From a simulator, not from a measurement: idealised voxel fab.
The name of this process module is voxel fin reveal.
Cross-sectional view cut (width: 190 nm; square cell size: 5 nm).
For the purposes of this document, a cross-section shall be understood as a grid of square cells, specified as bands listed in top-to-bottom order, each band consisting of one or more rows of cells.
Top, bottom (nm), then materials left to right with widths (nm); lone material tagged "full width" fills the whole band edge to edge; "empty" = empty space.
The level at which height equals 0 is the one under which the wafer, as it arrives, is entirely one material. No lower edge exists for the bottom band, which continues downward and is notated as in "0 down".
A width such as "30..40" changes by the same amount from each row of cells to the next, from the band's top row to its bottom row.
Where the words "left unchanged" appear for a step, the cross-section shows no cell changed by that step; every cell remained as before.
In the "Trapped cavities" entry, you get each enclosed empty space of 8 cells or more, one with no open way to the top, written width x height at distance, distance from the left edge, in nm.
The remark found on a step's line after its settings is issued by the simulator itself and pertains to that step.
overlay nm, on a step with a mask: how far to the right of its planned place the mask lay; to the left if negative
Below is the list of planned process steps
- 1: RECEIVE with material Si
- 2: CONFORMAL_DEP with material SiN, thk nm 5
- 3: MASKED_ETCH with tone cover, mask id FINS, width nm 15, pitch nm 45, etch materials SiN, depth nm 5, overlay nm 0
- 4: MASKED_ETCH with tone cover, mask id FINS, width nm 15, pitch nm 45, etch materials Si, depth nm 40, overlay nm 0
- 5: FILL_DEP with material SiO2, thk nm 15
- 6: CMP with height nm -5
- 7: SELECTIVE_ETCH with etch materials SiO2, depth nm 35
- 8: STRIP with etch materials SiN
The value of height nm given for step 6 in the plan refers to the first wafer; the wafers vary in this setting and are alike at the start.
As-received state after step 1, first of several wafers, cross-section
  0 down  Si full width
  Trapped cavities: none
Module end state after final step 8: cross-section of the first of several wafers
  -5 to -40  empty 65 nm / Si 15 nm / empty 30 nm / Si 15 nm / empty 65 nm
  -40 down  Si full width
  Trapped cavities: none
Wafer cross-section (last wafer, module end)
  0 to -15  empty 65 nm / Si 15 nm / empty 30 nm / Si 15 nm / empty 65 nm
  -15 to -40  SiO2 65 nm / Si 15 nm / SiO2 30 nm / Si 15 nm / SiO2 65 nm
  -40 down  Si full width
  Trapped cavities: none
Wafer rows; end of module; cells per material since receipt: (+) gained, (-) lost; then closed voids
height nm -5, -262 Si, Trapped cavities: none
height nm 0, -256 Si, +32 SiO2, Trapped cavities: none
height nm 5, -256 Si, +64 SiO2, Trapped cavities: none
height nm 10, -256 Si, +96 SiO2, Trapped cavities: none
height nm 15, -256 Si, +128 SiO2, Trapped cavities: none
height nm 20, -256 Si, +160 SiO2, Trapped cavities: none
